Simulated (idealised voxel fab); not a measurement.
Documented hereafter: the process module known as voxel capacitor over wiring.
Cross-sectional view cut (width: 300 nm; square cell size: 5 nm).
Just so we're on the same page, the cross-sections are grids of square cells, and they're listed out in bands top to bottom, each band one or more rows deep. A band entry consists of two parts. The first gives the height of the band's top and the height of its bottom, in nm. The rest lists the band's materials from left to right, each with its width in nm. A single material labelled with the word "throughout" fills the band from edge to edge, and the word "empty" marks empty space. Heads up on the height convention: 0 is the point under which the incoming wafer is all one material, and the lowest band has no bottom, it just keeps going down, like "from 0 down". Width: "30 to 40" (first number = top row, second number = bottom row, same change from row to row of cells). You'll sometimes find "remained unchanged" written for a step, and that's the way of saying that nowhere in the cross-section did a cell change during that step. "Unvented cavities" enumerates empty spaces isolated from the top, with no open way to it, that contain at least 8 cells, giving each as width x height at distance from the left edge, all three in nm. The remark found on a step's line after its settings is issued by the simulator itself and pertains to that step. Regarding "overlay nm": on a step with a mask, it is the distance the mask lay to the right of its planned place; a negative value places it to the left.

# Steps in the process plan
1. RECEIVE: material Si
2. CONFORMAL_DEP: material SiO2, thk nm 10
3. CONFORMAL_DEP: material SiN, thk nm 5
4. DIRECTIONAL_DEP: material SiO2, thk nm 25
5. DIRECTIONAL_DEP: material aC, thk nm 10
6. PATTERN: tone open, mask id METAL_1, material resist, width nm 30, pitch nm 85, thk nm 30, overlay nm 0
7. DIRECTIONAL_ETCH: etch materials aC, depth nm 10
8. STRIP: etch materials resist
9. DIRECTIONAL_ETCH: etch materials SiO2, depth nm 25
10. DIRECTIONAL_ETCH: etch materials SiN, depth nm 5
11. STRIP: etch materials aC
12. CONFORMAL_DEP: material TiN, thk nm 5
13. FILL_DEP: material Cu, thk nm 10
14. CMP: height nm 40
15. CONFORMAL_DEP: material SiCN, thk nm 5
16. DIRECTIONAL_DEP: material lowk, thk nm 20
17. MASKED_ETCH: tone open, mask id PLUG_1, width nm 15, etch materials lowk, depth nm 20, overlay nm 0
18. MASKED_ETCH: tone open, mask id PLUG_1, width nm 15, etch materials SiCN, depth nm 5, overlay nm 0
19. EPI: material Ru, thk nm 10
20. EPI: material Ru, thk nm 10
21. EPI: material Ru, thk nm 5
22. DIRECTIONAL_DEP: material TiN, thk nm 10
23. DIRECTIONAL_DEP: material SiN, thk nm 5
24. DIRECTIONAL_DEP: material TiN, thk nm 5
25. MASKED_ETCH: tone cover, mask id UPPER_PLATE, width nm 60, etch materials TiN, depth nm 5, overlay nm 0
26. MASKED_ETCH: tone cover, mask id UPPER_PLATE, width nm 60, etch materials SiN, depth nm 5, overlay nm 0
27. PATTERN: tone cover, mask id LOWER_PLATE, material resist, width nm 70, thk nm 15, overlay nm 0
28. DIRECTIONAL_ETCH: etch materials TiN, depth nm 10
29. STRIP: etch materials resist
30. FILL_DEP: material SiO2, thk nm 15
31. CMP: height nm 95
32. MASKED_ETCH: tone open, mask id PLUG_2, width nm 15, etch materials SiO2, depth nm 10, overlay nm 0
33. CONFORMAL_DEP: material TiN, thk nm 5
34. FILL_DEP: material W, thk nm 5
35. CMP: height nm 95
36. CONFORMAL_DEP: material SiCN, thk nm 5

# Incoming wafer, cross-sectional view, post step 1
	from 0 down  Si throughout
	Unvented cavities: none

# Post-module cross-section: identical start and plan to those above, one misstep in execution
	from 100 to 95  SiCN throughout
	from 95 to 90  SiO2: 115  TiN: 5  W: 5  TiN: 5  SiO2: 170
	from 90 to 80  SiO2: 115 to 105  TiN: 15 to 60  SiO2: 170 to 135
	from 80 to 75  SiO2: 105  SiN: 60  SiO2: 135
	from 75 to 65  SiO2: 100  TiN: 70  SiO2: 130
	from 65 to 45  lowk: 105  Ru: 15  lowk: 180
	from 45 to 40  SiCN: 105  Ru: 15  SiCN: 180
	from 40 to 15  SiO2: 90  TiN: 5  SiCN: 20  TiN: 5  SiO2: 55  TiN: 5  SiCN: 20  TiN: 5  SiO2: 95
	from 15 to 10  SiN: 90  TiN: 30  SiN: 55  TiN: 30  SiN: 95
	from 10 to 0  SiO2 throughout
	from 0 down  Si throughout
	Unvented cavities: none
Plan not followed: step 13 was not run as planned; what actually ran was FILL_DEP: material SiCN, thk nm 10
